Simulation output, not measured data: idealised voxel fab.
Module name: voxel transistor to metal (process module)
It is cross-section cut that appears here, measuring 210 nm in width, its square cells being 5 nm in size.
Reading order for cross-sections: top band down to bottom band. Underlying form: a grid of square cells. Band size: one or more rows of cells.
Per band: top height and bottom height in nm, followed by the left-to-right materials and their widths in nm; "edge to edge" marks a single material spanning edge to edge, "blank" marks empty space.
Below 0: as-received wafer, all one material; heights counted from there. Lowest band: no bottom, goes on down, written "z 0 and below".
Per-row width for "30 to 40": begins at first number (top row of band), ends at second number (bottom row), increment between rows held constant.
Key: "all unchanged" - step with no changed cell in the cross-section.
The list in "Unvented internal voids" covers empty spaces of 8 cells or more that cannot reach the top through any open way, and it gives each as width x height at distance; the distance is from the left edge, and width, height and distance are in nm.
That trailing text on a step's line, after the settings, is the simulator's own remark on the step.
overlay nm: mask right of planned place by this much (step with mask). Neg. = left.
Steps planned for the process
- 1: RECEIVE (material Si)
- 2: OXIDIZE (depth nm 5)
- 3: CONFORMAL_DEP (material SiN; thk nm 10)
- 4: PATTERN (tone cover; mask id ACTIVE; material resist; width nm 110; thk nm 20; overlay nm 0)
- 5: DIRECTIONAL_ETCH (etch materials SiN; depth nm 10)
- 6: DIRECTIONAL_ETCH (etch materials SiO2; depth nm 5)
- 7: DIRECTIONAL_ETCH (etch materials Si; depth nm 30)
- 8: STRIP (etch materials resist)
- 9: OXIDIZE (depth nm 5)
- 10: FILL_DEP (material SiO2; thk nm 10)
- 11: CMP (height nm 10)
- 12: SELECTIVE_ETCH (etch materials SiO2; depth nm 5)
- 13: STRIP (etch materials SiN)
- 14: SELECTIVE_ETCH (etch materials SiO2; depth nm 5)
- 15: OXIDIZE (depth nm 5)
- 16: DIRECTIONAL_DEP (material polySi; thk nm 20)
- 17: DIRECTIONAL_DEP (material SiCN; thk nm 10)
- 18: MASKED_ETCH (tone cover; mask id GATE; width nm 30; etch materials SiCN; depth nm 20; overlay nm 0)
- 19: MASKED_ETCH (tone cover; mask id GATE; width nm 30; etch materials polySi; depth nm 30; overlay nm 0)
- 20: CONFORMAL_DEP (material SiN; thk nm 5)
- 21: DIRECTIONAL_ETCH (etch materials SiN; depth nm 5)
- 22: DIRECTIONAL_ETCH (etch materials SiO2; depth nm 5)
- 23: DIRECTIONAL_ETCH (etch materials Si; depth nm 15)
- 24: EPI (material pSi; thk nm 20)
- 25: FILL_DEP (material SiO2; thk nm 10)
- 26: CMP (height nm 15)
- 27: STRIP (etch materials polySi)
- 28: SELECTIVE_ETCH (etch materials SiO2; depth nm 5)
- 29: CONFORMAL_DEP (material HfO2; thk nm 5)
- 30: CONFORMAL_DEP (material TiN; thk nm 5)
- 31: FILL_DEP (material W; thk nm 10)
- 32: CMP (height nm 10)
- 33: DIRECTIONAL_DEP (material SiO2; thk nm 15)
- 34: MASKED_ETCH (tone open; mask id CONTACT; width nm 15; pitch nm 75; etch materials SiO2; depth nm 30; overlay nm 0)
- 35: CONFORMAL_DEP (material TiN; thk nm 5)
- 36: FILL_DEP (material Ru; thk nm 5)
- 37: CMP (height nm 25)
- 38: DIRECTIONAL_DEP (material TiN; thk nm 5)
- 39: DIRECTIONAL_DEP (material Ru; thk nm 20)
- 40: DIRECTIONAL_DEP (material aC; thk nm 15)
- 41: PATTERN (tone cover; mask id METAL_1; material resist; width nm 15; pitch nm 75; thk nm 35; overlay nm 0)
- 42: DIRECTIONAL_ETCH (etch materials aC; depth nm 15)
- 43: STRIP (etch materials resist)
- 44: DIRECTIONAL_ETCH (etch materials Ru; depth nm 20)
- 45: DIRECTIONAL_ETCH (etch materials TiN; depth nm 5)
- 46: STRIP (etch materials aC)
- 47: FILL_DEP (material lowk; thk nm 5)
- 48: CMP (height nm 50)
- 49: CONFORMAL_DEP (material SiN; thk nm 5)
The first of a set of two wafers, run to plan
Incoming wafer in cross-section (state: after step 1)
* z 0 and below | Si edge to edge
* Unvented internal voids: none
So this is the wafer cross-section right after step 2
* z 0 to -5 | SiO2 edge to edge
* Under -5: no change, same as before.
So this is the wafer cross-section right after step 3
* z 10 to 0 | SiN edge to edge
* Under 0: no change, same as before.
So this is the wafer cross-section right after step 4
* z 30 to 10 | blank 50 nm / resist 110 nm / blank 50 nm
* Under 10: no change, same as before.
So this is the wafer cross-section right after step 5
* z 30 to 10 | blank 50 nm / resist 110 nm / blank 50 nm
* z 10 to 0 | blank 50 nm / SiN 110 nm / blank 50 nm
* Under 0: no change, same as before.
So this is the wafer cross-section right after step 6
* z 30 to 10 | blank 50 nm / resist 110 nm / blank 50 nm
* z 10 to 0 | blank 50 nm / SiN 110 nm / blank 50 nm
* z 0 to -5 | blank 50 nm / SiO2 110 nm / blank 50 nm
* Under -5: no change, same as before.
So this is the wafer cross-section right after step 7
* z 30 to 10 | blank 50 nm / resist 110 nm / blank 50 nm
* z 10 to 0 | blank 50 nm / SiN 110 nm / blank 50 nm
* z 0 to -5 | blank 50 nm / SiO2 110 nm / blank 50 nm
* z -5 to -35 | blank 50 nm / Si 110 nm / blank 50 nm
* Under -35: no change, same as before.
So this is the wafer cross-section right after step 8
* z 10 to 0 | blank 50 nm / SiN 110 nm / blank 50 nm
* Under 0: no change, same as before.
So this is the wafer cross-section right after step 9
* z 10 to 0 | blank 50 nm / SiN 110 nm / blank 50 nm
* z 0 to -5 | blank 50 nm / SiO2 110 nm / blank 50 nm
* z -5 to -35 | blank 50 nm / SiO2 5 nm / Si 100 nm / SiO2 5 nm / blank 50 nm
* z -35 to -40 | SiO2 55 nm / Si 100 nm / SiO2 55 nm
* Under -40: no change, same as before.
So this is the wafer cross-section right after step 10
* z 20 to 10 | SiO2 edge to edge
* z 10 to 0 | SiO2 50 nm / SiN 110 nm / SiO2 50 nm
* z 0 to -5 | SiO2 edge to edge
* z -5 to -40 | SiO2 55 nm / Si 100 nm / SiO2 55 nm
* Under -40: no change, same as before.
So this is the wafer cross-section right after step 11
* z 10 to 0 | SiO2 50 nm / SiN 110 nm / SiO2 50 nm
* Under 0: no change, same as before.
So this is the wafer cross-section right after step 12
* z 10 to 5 | blank 50 nm / SiN 110 nm / blank 50 nm
* Under 5: no change, same as before.
So this is the wafer cross-section right after step 13
* z 5 to 0 | SiO2 50 nm / blank 110 nm / SiO2 50 nm
* Under 0: no change, same as before.
So this is the wafer cross-section right after step 14
* z 0 to -5 | SiO2 45 nm / blank 120 nm / SiO2 45 nm
* Under -5: no change, same as before.
So this is the wafer cross-section right after step 15
* z 0 to -5 | SiO2 45 nm / blank 120 nm / SiO2 45 nm
* z -5 to -10 | SiO2 edge to edge
* Under -10: no change, same as before.
So this is the wafer cross-section right after step 16
* z 20 to 15 | polySi 45 nm / blank 120 nm / polySi 45 nm
* z 15 to 0 | polySi edge to edge
* z 0 to -5 | SiO2 45 nm / polySi 120 nm / SiO2 45 nm
* Under -5: no change, same as before.
So this is the wafer cross-section right after step 17
* z 30 to 25 | SiCN 45 nm / blank 120 nm / SiCN 45 nm
* z 25 to 20 | SiCN edge to edge
* z 20 to 15 | polySi 45 nm / SiCN 120 nm / polySi 45 nm
* Under 15: no change, same as before.
So this is the wafer cross-section right after step 18
* z 25 to 20 | blank 90 nm / SiCN 30 nm / blank 90 nm
* z 20 to 15 | polySi 45 nm / blank 45 nm / SiCN 30 nm / blank 45 nm / polySi 45 nm
* Under 15: no change, same as before.
So this is the wafer cross-section right after step 19
* z 25 to 15 | blank 90 nm / SiCN 30 nm / blank 90 nm
* z 15 to 0 | blank 90 nm / polySi 30 nm / blank 90 nm
* z 0 to -5 | SiO2 45 nm / blank 45 nm / polySi 30 nm / blank 45 nm / SiO2 45 nm
* Under -5: no change, same as before.
So this is the wafer cross-section right after step 20
* z 30 to 25 | blank 85 nm / SiN 40 nm / blank 85 nm
* z 25 to 15 | blank 85 nm / SiN 5 nm / SiCN 30 nm / SiN 5 nm / blank 85 nm
* z 15 to 5 | blank 85 nm / SiN 5 nm / polySi 30 nm / SiN 5 nm / blank 85 nm
* z 5 to 0 | SiN 50 nm / blank 35 nm / SiN 5 nm / polySi 30 nm / SiN 5 nm / blank 35 nm / SiN 50 nm
* z 0 to -5 | SiO2 45 nm / SiN 45 nm / polySi 30 nm / SiN 45 nm / SiO2 45 nm
* Under -5: no change, same as before.
So this is the wafer cross-section right after step 21
* z 25 to 15 | blank 85 nm / SiN 5 nm / SiCN 30 nm / SiN 5 nm / blank 85 nm
* z 15 to 0 | blank 85 nm / SiN 5 nm / polySi 30 nm / SiN 5 nm / blank 85 nm
* z 0 to -5 | SiO2 45 nm / SiN 5 nm / blank 35 nm / SiN 5 nm / polySi 30 nm / SiN 5 nm / blank 35 nm / SiN 5 nm / SiO2 45 nm
* Under -5: no change, same as before.
So this is the wafer cross-section right after step 22
* z 25 to 15 | blank 85 nm / SiN 5 nm / SiCN 30 nm / SiN 5 nm / blank 85 nm
* z 15 to 0 | blank 85 nm / SiN 5 nm / polySi 30 nm / SiN 5 nm / blank 85 nm
* z 0 to -5 | blank 45 nm / SiN 5 nm / blank 35 nm / SiN 5 nm / polySi 30 nm / SiN 5 nm / blank 35 nm / SiN 5 nm / blank 45 nm
* z -5 to -10 | SiO2 50 nm / blank 35 nm / SiO2 40 nm / blank 35 nm / SiO2 50 nm
* Under -10: no change, same as before.
So this is the wafer cross-section right after step 23
* z 25 to 15 | blank 85 nm / SiN 5 nm / SiCN 30 nm / SiN 5 nm / blank 85 nm
* z 15 to 0 | blank 85 nm / SiN 5 nm / polySi 30 nm / SiN 5 nm / blank 85 nm
* z 0 to -5 | blank 45 nm / SiN 5 nm / blank 35 nm / SiN 5 nm / polySi 30 nm / SiN 5 nm / blank 35 nm / SiN 5 nm / blank 45 nm
* z -5 to -10 | SiO2 50 nm / blank 35 nm / SiO2 40 nm / blank 35 nm / SiO2 50 nm
* z -10 to -25 | SiO2 55 nm / blank 30 nm / Si 40 nm / blank 30 nm / SiO2 55 nm
* Under -25: no change, same as before.
So this is the wafer cross-section right after step 24
* z 25 to 15 | blank 85 nm / SiN 5 nm / SiCN 30 nm / SiN 5 nm / blank 85 nm
* z 15 to 10 | blank 85 nm / SiN 5 nm / polySi 30 nm / SiN 5 nm / blank 85 nm
* z 10 to 0 | blank 65 nm / pSi 20 nm / SiN 5 nm / polySi 30 nm / SiN 5 nm / pSi 20 nm / blank 65 nm
* z 0 to -5 | blank 45 nm / SiN 5 nm / blank 15 nm / pSi 20 nm / SiN 5 nm / polySi 30 nm / SiN 5 nm / pSi 20 nm / blank 15 nm / SiN 5 nm / blank 45 nm
* z -5 to -10 | SiO2 50 nm / pSi 35 nm / SiO2 40 nm / pSi 35 nm / SiO2 50 nm
* z -10 to -25 | SiO2 55 nm / pSi 30 nm / Si 40 nm / pSi 30 nm / SiO2 55 nm
* Under -25: no change, same as before.
So this is the wafer cross-section right after step 25
* z 35 to 25 | SiO2 edge to edge
* z 25 to 15 | SiO2 85 nm / SiN 5 nm / SiCN 30 nm / SiN 5 nm / SiO2 85 nm
* z 15 to 10 | SiO2 85 nm / SiN 5 nm / polySi 30 nm / SiN 5 nm / SiO2 85 nm
* z 10 to 0 | SiO2 65 nm / pSi 20 nm / SiN 5 nm / polySi 30 nm / SiN 5 nm / pSi 20 nm / SiO2 65 nm
* z 0 to -5 | SiO2 45 nm / SiN 5 nm / SiO2 15 nm / pSi 20 nm / SiN 5 nm / polySi 30 nm / SiN 5 nm / pSi 20 nm / SiO2 15 nm / SiN 5 nm / SiO2 45 nm
* Under -5: no change, same as before.
So this is the wafer cross-section right after step 26
* z 15 to 10 | SiO2 85 nm / SiN 5 nm / polySi 30 nm / SiN 5 nm / SiO2 85 nm
* Under 10: no change, same as before.
So this is the wafer cross-section right after step 27
* z 15 to 10 | SiO2 85 nm / SiN 5 nm / blank 30 nm / SiN 5 nm / SiO2 85 nm
* z 10 to 0 | SiO2 65 nm / pSi 20 nm / SiN 5 nm / blank 30 nm / SiN 5 nm / pSi 20 nm / SiO2 65 nm
* z 0 to -5 | SiO2 45 nm / SiN 5 nm / SiO2 15 nm / pSi 20 nm / SiN 5 nm / blank 30 nm / SiN 5 nm / pSi 20 nm / SiO2 15 nm / SiN 5 nm / SiO2 45 nm
* Under -5: no change, same as before.
So this is the wafer cross-section right after step 28
* z 15 to 10 | blank 85 nm / SiN 5 nm / blank 30 nm / SiN 5 nm / blank 85 nm
* z 10 to 0 | SiO2 65 nm / pSi 20 nm / SiN 5 nm / blank 30 nm / SiN 5 nm / pSi 20 nm / SiO2 65 nm
* z 0 to -5 | SiO2 45 nm / SiN 5 nm / SiO2 15 nm / pSi 20 nm / SiN 5 nm / blank 30 nm / SiN 5 nm / pSi 20 nm / SiO2 15 nm / SiN 5 nm / SiO2 45 nm
* z -5 to -10 | SiO2 50 nm / pSi 35 nm / blank 40 nm / pSi 35 nm / SiO2 50 nm
* Under -10: no change, same as before.
So this is the wafer cross-section right after step 29
* z 20 to 15 | blank 80 nm / HfO2 15 nm / blank 20 nm / HfO2 15 nm / blank 80 nm
* z 15 to 10 | HfO2 85 nm / SiN 5 nm / HfO2 5 nm / blank 20 nm / HfO2 5 nm / SiN 5 nm / HfO2 85 nm
* z 10 to 0 | SiO2 65 nm / pSi 20 nm / SiN 5 nm / HfO2 5 nm / blank 20 nm / HfO2 5 nm / SiN 5 nm / pSi 20 nm / SiO2 65 nm
* z 0 to -5 | SiO2 45 nm / SiN 5 nm / SiO2 15 nm / pSi 20 nm / SiN 5 nm / HfO2 5 nm / blank 20 nm / HfO2 5 nm / SiN 5 nm / pSi 20 nm / SiO2 15 nm / SiN 5 nm / SiO2 45 nm
* z -5 to -10 | SiO2 50 nm / pSi 35 nm / HfO2 40 nm / pSi 35 nm / SiO2 50 nm
* Under -10: no change, same as before.
So this is the wafer cross-section right after step 30
* z 25 to 20 | blank 75 nm / TiN 25 nm / blank 10 nm / TiN 25 nm / blank 75 nm
* z 20 to 15 | TiN 80 nm / HfO2 15 nm / TiN 5 nm / blank 10 nm / TiN 5 nm / HfO2 15 nm / TiN 80 nm
* z 15 to 10 | HfO2 85 nm / SiN 5 nm / HfO2 5 nm / TiN 5 nm / blank 10 nm / TiN 5 nm / HfO2 5 nm / SiN 5 nm / HfO2 85 nm
* z 10 to 0 | SiO2 65 nm / pSi 20 nm / SiN 5 nm / HfO2 5 nm / TiN 5 nm / blank 10 nm / TiN 5 nm / HfO2 5 nm / SiN 5 nm / pSi 20 nm / SiO2 65 nm
* z 0 to -5 | SiO2 45 nm / SiN 5 nm / SiO2 15 nm / pSi 20 nm / SiN 5 nm / HfO2 5 nm / TiN 20 nm / HfO2 5 nm / SiN 5 nm / pSi 20 nm / SiO2 15 nm / SiN 5 nm / SiO2 45 nm
* Under -5: no change, same as before.
So this is the wafer cross-section right after step 31
* z 35 to 25 | W edge to edge
* z 25 to 20 | W 75 nm / TiN 25 nm / W 10 nm / TiN 25 nm / W 75 nm
* z 20 to 15 | TiN 80 nm / HfO2 15 nm / TiN 5 nm / W 10 nm / TiN 5 nm / HfO2 15 nm / TiN 80 nm
* z 15 to 10 | HfO2 85 nm / SiN 5 nm / HfO2 5 nm / TiN 5 nm / W 10 nm / TiN 5 nm / HfO2 5 nm / SiN 5 nm / HfO2 85 nm
* z 10 to 0 | SiO2 65 nm / pSi 20 nm / SiN 5 nm / HfO2 5 nm / TiN 5 nm / W 10 nm / TiN 5 nm / HfO2 5 nm / SiN 5 nm / pSi 20 nm / SiO2 65 nm
* Under 0: no change, same as before.
So this is the wafer cross-section right after step 32
* z 10 to 0 | SiO2 65 nm / pSi 20 nm / SiN 5 nm / HfO2 5 nm / TiN 5 nm / W 10 nm / TiN 5 nm / HfO2 5 nm / SiN 5 nm / pSi 20 nm / SiO2 65 nm
* Under 0: no change, same as before.
So this is the wafer cross-section right after step 33
* z 25 to 10 | SiO2 edge to edge
* Under 10: no change, same as before.
So this is the wafer cross-section right after step 34
* z 25 to 10 | SiO2 60 nm / blank 15 nm / SiO2 60 nm / blank 15 nm / SiO2 60 nm
* z 10 to 0 | SiO2 60 nm / blank 5 nm / pSi 20 nm / SiN 5 nm / HfO2 5 nm / TiN 5 nm / W 10 nm / TiN 5 nm / HfO2 5 nm / SiN 5 nm / pSi 20 nm / blank 5 nm / SiO2 60 nm
* z 0 to -5 | SiO2 45 nm / SiN 5 nm / SiO2 10 nm / blank 5 nm / pSi 20 nm / SiN 5 nm / HfO2 5 nm / TiN 20 nm / HfO2 5 nm / SiN 5 nm / pSi 20 nm / blank 5 nm / SiO2 10 nm / SiN 5 nm / SiO2 45 nm
* Under -5: no change, same as before.
So this is the wafer cross-section right after step 35
* z 30 to 25 | TiN 65 nm / blank 5 nm / TiN 70 nm / blank 5 nm / TiN 65 nm
* z 25 to 15 | SiO2 60 nm / TiN 5 nm / blank 5 nm / TiN 5 nm / SiO2 60 nm / TiN 5 nm / blank 5 nm / TiN 5 nm / SiO2 60 nm
* z 15 to 10 | SiO2 60 nm / TiN 15 nm / SiO2 60 nm / TiN 15 nm / SiO2 60 nm
* z 10 to 0 | SiO2 60 nm / TiN 5 nm / pSi 20 nm / SiN 5 nm / HfO2 5 nm / TiN 5 nm / W 10 nm / TiN 5 nm / HfO2 5 nm / SiN 5 nm / pSi 20 nm / TiN 5 nm / SiO2 60 nm
* z 0 to -5 | SiO2 45 nm / SiN 5 nm / SiO2 10 nm / TiN 5 nm / pSi 20 nm / SiN 5 nm / HfO2 5 nm / TiN 20 nm / HfO2 5 nm / SiN 5 nm / pSi 20 nm / TiN 5 nm / SiO2 10 nm / SiN 5 nm / SiO2 45 nm
* Under -5: no change, same as before.
So this is the wafer cross-section right after step 36
* z 35 to 30 | Ru edge to edge
* z 30 to 25 | TiN 65 nm / Ru 5 nm / TiN 70 nm / Ru 5 nm / TiN 65 nm
* z 25 to 15 | SiO2 60 nm / TiN 5 nm / Ru 5 nm / TiN 5 nm / SiO2 60 nm / TiN 5 nm / Ru 5 nm / TiN 5 nm / SiO2 60 nm
* Under 15: no change, same as before.
So this is the wafer cross-section right after step 37
* z 25 to 15 | SiO2 60 nm / TiN 5 nm / Ru 5 nm / TiN 5 nm / SiO2 60 nm / TiN 5 nm / Ru 5 nm / TiN 5 nm / SiO2 60 nm
* Under 15: no change, same as before.
So this is the wafer cross-section right after step 38
* z 30 to 25 | TiN edge to edge
* Under 25: no change, same as before.
So this is the wafer cross-section right after step 39
* z 50 to 30 | Ru edge to edge
* Under 30: no change, same as before.
So this is the wafer cross-section right after step 40
* z 65 to 50 | aC edge to edge
* Under 50: no change, same as before.
So this is the wafer cross-section right after step 41
* z 100 to 65 | blank 60 nm / resist 15 nm / blank 60 nm / resist 15 nm / blank 60 nm
* Under 65: no change, same as before.
So this is the wafer cross-section right after step 42
* z 85 to 65 | blank 60 nm / resist 15 nm / blank 60 nm / resist 15 nm / blank 60 nm
* z 65 to 50 | blank 60 nm / aC 15 nm / blank 60 nm / aC 15 nm / blank 60 nm
* Under 50: no change, same as before.
So this is the wafer cross-section right after step 43
* z 65 to 50 | blank 60 nm / aC 15 nm / blank 60 nm / aC 15 nm / blank 60 nm
* Under 50: no change, same as before.
So this is the wafer cross-section right after step 44
* z 65 to 50 | blank 60 nm / aC 15 nm / blank 60 nm / aC 15 nm / blank 60 nm
* z 50 to 30 | blank 60 nm / Ru 15 nm / blank 60 nm / Ru 15 nm / blank 60 nm
* Under 30: no change, same as before.
So this is the wafer cross-section right after step 45
* z 65 to 50 | blank 60 nm / aC 15 nm / blank 60 nm / aC 15 nm / blank 60 nm
* z 50 to 30 | blank 60 nm / Ru 15 nm / blank 60 nm / Ru 15 nm / blank 60 nm
* z 30 to 25 | blank 60 nm / TiN 15 nm / blank 60 nm / TiN 15 nm / blank 60 nm
* Under 25: no change, same as before.
So this is the wafer cross-section right after step 46
* z 50 to 30 | blank 60 nm / Ru 15 nm / blank 60 nm / Ru 15 nm / blank 60 nm
* Under 30: no change, same as before.
So this is the wafer cross-section right after step 47
* z 55 to 50 | lowk edge to edge
* z 50 to 30 | lowk 60 nm / Ru 15 nm / lowk 60 nm / Ru 15 nm / lowk 60 nm
* z 30 to 25 | lowk 60 nm / TiN 15 nm / lowk 60 nm / TiN 15 nm / lowk 60 nm
* Under 25: no change, same as before.
So this is the wafer cross-section right after step 48
* z 50 to 30 | lowk 60 nm / Ru 15 nm / lowk 60 nm / Ru 15 nm / lowk 60 nm
* Under 30: no change, same as before.
So this is the wafer cross-section right after step 49
* z 55 to 50 | SiN edge to edge
* Under 50: no change, same as before.
Regarding the second of the two wafers: it shared the first wafer's starting condition and process plan, yet one error occurred during its execution. Its history coincides with that of the first wafer up to and including step 28
Second wafer profile in section, at the moment step 29 of the plan was meant to be complete
* z 20 to 15 | blank 80 nm / TiN 15 nm / blank 20 nm / TiN 15 nm / blank 80 nm
* z 15 to 10 | TiN 85 nm / SiN 5 nm / TiN 5 nm / blank 20 nm / TiN 5 nm / SiN 5 nm / TiN 85 nm
* z 10 to 0 | SiO2 65 nm / pSi 20 nm / SiN 5 nm / TiN 5 nm / blank 20 nm / TiN 5 nm / SiN 5 nm / pSi 20 nm / SiO2 65 nm
* z 0 to -5 | SiO2 45 nm / SiN 5 nm / SiO2 15 nm / pSi 20 nm / SiN 5 nm / TiN 5 nm / blank 20 nm / TiN 5 nm / SiN 5 nm / pSi 20 nm / SiO2 15 nm / SiN 5 nm / SiO2 45 nm
* z -5 to -10 | SiO2 50 nm / pSi 35 nm / TiN 40 nm / pSi 35 nm / SiO2 50 nm
* Under -10: no change, same as before.
Second wafer profile in section, at the moment step 30 of the plan was meant to be complete
* z 25 to 20 | blank 75 nm / HfO2 25 nm / blank 10 nm / HfO2 25 nm / blank 75 nm
* z 20 to 15 | HfO2 80 nm / TiN 15 nm / HfO2 5 nm / blank 10 nm / HfO2 5 nm / TiN 15 nm / HfO2 80 nm
* z 15 to 10 | TiN 85 nm / SiN 5 nm / TiN 5 nm / HfO2 5 nm / blank 10 nm / HfO2 5 nm / TiN 5 nm / SiN 5 nm / TiN 85 nm
* z 10 to 0 | SiO2 65 nm / pSi 20 nm / SiN 5 nm / TiN 5 nm / HfO2 5 nm / blank 10 nm / HfO2 5 nm / TiN 5 nm / SiN 5 nm / pSi 20 nm / SiO2 65 nm
* z 0 to -5 | SiO2 45 nm / SiN 5 nm / SiO2 15 nm / pSi 20 nm / SiN 5 nm / TiN 5 nm / HfO2 20 nm / TiN 5 nm / SiN 5 nm / pSi 20 nm / SiO2 15 nm / SiN 5 nm / SiO2 45 nm
* Under -5: no change, same as before.
Second wafer profile in section, at the moment step 31 of the plan was meant to be complete
* z 35 to 25 | W edge to edge
* z 25 to 20 | W 75 nm / HfO2 25 nm / W 10 nm / HfO2 25 nm / W 75 nm
* z 20 to 15 | HfO2 80 nm / TiN 15 nm / HfO2 5 nm / W 10 nm / HfO2 5 nm / TiN 15 nm / HfO2 80 nm
* z 15 to 10 | TiN 85 nm / SiN 5 nm / TiN 5 nm / HfO2 5 nm / W 10 nm / HfO2 5 nm / TiN 5 nm / SiN 5 nm / TiN 85 nm
* z 10 to 0 | SiO2 65 nm / pSi 20 nm / SiN 5 nm / TiN 5 nm / HfO2 5 nm / W 10 nm / HfO2 5 nm / TiN 5 nm / SiN 5 nm / pSi 20 nm / SiO2 65 nm
* Under 0: no change, same as before.
Second wafer profile in section, at the moment step 32 of the plan was meant to be complete
* z 10 to 0 | SiO2 65 nm / pSi 20 nm / SiN 5 nm / TiN 5 nm / HfO2 5 nm / W 10 nm / HfO2 5 nm / TiN 5 nm / SiN 5 nm / pSi 20 nm / SiO2 65 nm
* Under 0: no change, same as before.
Second wafer profile in section, at the moment step 33 of the plan was meant to be complete
* z 25 to 10 | SiO2 edge to edge
* Under 10: no change, same as before.
Second wafer profile in section, at the moment step 34 of the plan was meant to be complete
* z 25 to 10 | SiO2 60 nm / blank 15 nm / SiO2 60 nm / blank 15 nm / SiO2 60 nm
* z 10 to 0 | SiO2 60 nm / blank 5 nm / pSi 20 nm / SiN 5 nm / TiN 5 nm / HfO2 5 nm / W 10 nm / HfO2 5 nm / TiN 5 nm / SiN 5 nm / pSi 20 nm / blank 5 nm / SiO2 60 nm
* z 0 to -5 | SiO2 45 nm / SiN 5 nm / SiO2 10 nm / blank 5 nm / pSi 20 nm / SiN 5 nm / TiN 5 nm / HfO2 20 nm / TiN 5 nm / SiN 5 nm / pSi 20 nm / blank 5 nm / SiO2 10 nm / SiN 5 nm / SiO2 45 nm
* Under -5: no change, same as before.
Second wafer profile in section, at the moment step 35 of the plan was meant to be complete
* z 30 to 25 | TiN 65 nm / blank 5 nm / TiN 70 nm / blank 5 nm / TiN 65 nm
* z 25 to 15 | SiO2 60 nm / TiN 5 nm / blank 5 nm / TiN 5 nm / SiO2 60 nm / TiN 5 nm / blank 5 nm / TiN 5 nm / SiO2 60 nm
* z 15 to 10 | SiO2 60 nm / TiN 15 nm / SiO2 60 nm / TiN 15 nm / SiO2 60 nm
* z 10 to 0 | SiO2 60 nm / TiN 5 nm / pSi 20 nm / SiN 5 nm / TiN 5 nm / HfO2 5 nm / W 10 nm / HfO2 5 nm / TiN 5 nm / SiN 5 nm / pSi 20 nm / TiN 5 nm / SiO2 60 nm
* z 0 to -5 | SiO2 45 nm / SiN 5 nm / SiO2 10 nm / TiN 5 nm / pSi 20 nm / SiN 5 nm / TiN 5 nm / HfO2 20 nm / TiN 5 nm / SiN 5 nm / pSi 20 nm / TiN 5 nm / SiO2 10 nm / SiN 5 nm / SiO2 45 nm
* Under -5: no change, same as before.
Second wafer profile in section, at the moment step 36 of the plan was meant to be complete
* z 35 to 30 | Ru edge to edge
* z 30 to 25 | TiN 65 nm / Ru 5 nm / TiN 70 nm / Ru 5 nm / TiN 65 nm
* z 25 to 15 | SiO2 60 nm / TiN 5 nm / Ru 5 nm / TiN 5 nm / SiO2 60 nm / TiN 5 nm / Ru 5 nm / TiN 5 nm / SiO2 60 nm
* Under 15: no change, same as before.
Second wafer profile in section, at the moment step 37 of the plan was meant to be complete
* z 25 to 15 | SiO2 60 nm / TiN 5 nm / Ru 5 nm / TiN 5 nm / SiO2 60 nm / TiN 5 nm / Ru 5 nm / TiN 5 nm / SiO2 60 nm
* Under 15: no change, same as before.
Second wafer profile in section, at the moment step 38 of the plan was meant to be complete
* z 30 to 25 | TiN edge to edge
* Under 25: no change, same as before.
Second wafer profile in section, at the moment step 39 of the plan was meant to be complete
* z 50 to 30 | Ru edge to edge
* Under 30: no change, same as before.
Second wafer profile in section, at the moment step 40 of the plan was meant to be complete
* z 65 to 50 | aC edge to edge
* Under 50: no change, same as before.
Second wafer profile in section, at the moment step 41 of the plan was meant to be complete
* z 100 to 65 | blank 60 nm / resist 15 nm / blank 60 nm / resist 15 nm / blank 60 nm
* Under 65: no change, same as before.
Second wafer profile in section, at the moment step 42 of the plan was meant to be complete
* z 85 to 65 | blank 60 nm / resist 15 nm / blank 60 nm / resist 15 nm / blank 60 nm
* z 65 to 50 | blank 60 nm / aC 15 nm / blank 60 nm / aC 15 nm / blank 60 nm
* Under 50: no change, same as before.
Second wafer profile in section, at the moment step 43 of the plan was meant to be complete
* z 65 to 50 | blank 60 nm / aC 15 nm / blank 60 nm / aC 15 nm / blank 60 nm
* Under 50: no change, same as before.
Second wafer profile in section, at the moment step 44 of the plan was meant to be complete
* z 65 to 50 | blank 60 nm / aC 15 nm / blank 60 nm / aC 15 nm / blank 60 nm
* z 50 to 30 | blank 60 nm / Ru 15 nm / blank 60 nm / Ru 15 nm / blank 60 nm
* Under 30: no change, same as before.
Second wafer profile in section, at the moment step 45 of the plan was meant to be complete
* z 65 to 50 | blank 60 nm / aC 15 nm / blank 60 nm / aC 15 nm / blank 60 nm
* z 50 to 30 | blank 60 nm / Ru 15 nm / blank 60 nm / Ru 15 nm / blank 60 nm
* z 30 to 25 | blank 60 nm / TiN 15 nm / blank 60 nm / TiN 15 nm / blank 60 nm
* Under 25: no change, same as before.
Second wafer profile in section, at the moment step 46 of the plan was meant to be complete
* z 50 to 30 | blank 60 nm / Ru 15 nm / blank 60 nm / Ru 15 nm / blank 60 nm
* Under 30: no change, same as before.
Second wafer profile in section, at the moment step 47 of the plan was meant to be complete
* z 55 to 50 | lowk edge to edge
* z 50 to 30 | lowk 60 nm / Ru 15 nm / lowk 60 nm / Ru 15 nm / lowk 60 nm
* z 30 to 25 | lowk 60 nm / TiN 15 nm / lowk 60 nm / TiN 15 nm / lowk 60 nm
* Under 25: no change, same as before.
Second wafer profile in section, at the moment step 48 of the plan was meant to be complete
* z 50 to 30 | lowk 60 nm / Ru 15 nm / lowk 60 nm / Ru 15 nm / lowk 60 nm
* Under 30: no change, same as before.
Second wafer profile in section, at the moment step 49 of the plan was meant to be complete
* z 55 to 50 | SiN edge to edge
* Under 50: no change, same as before.
The mistake made against the process plan was this: note: step 29 <-> step 30, run order reversed vs plan
Cell-count delta at end, second wafer over first, by material: -6 HfO2; +6 TiN
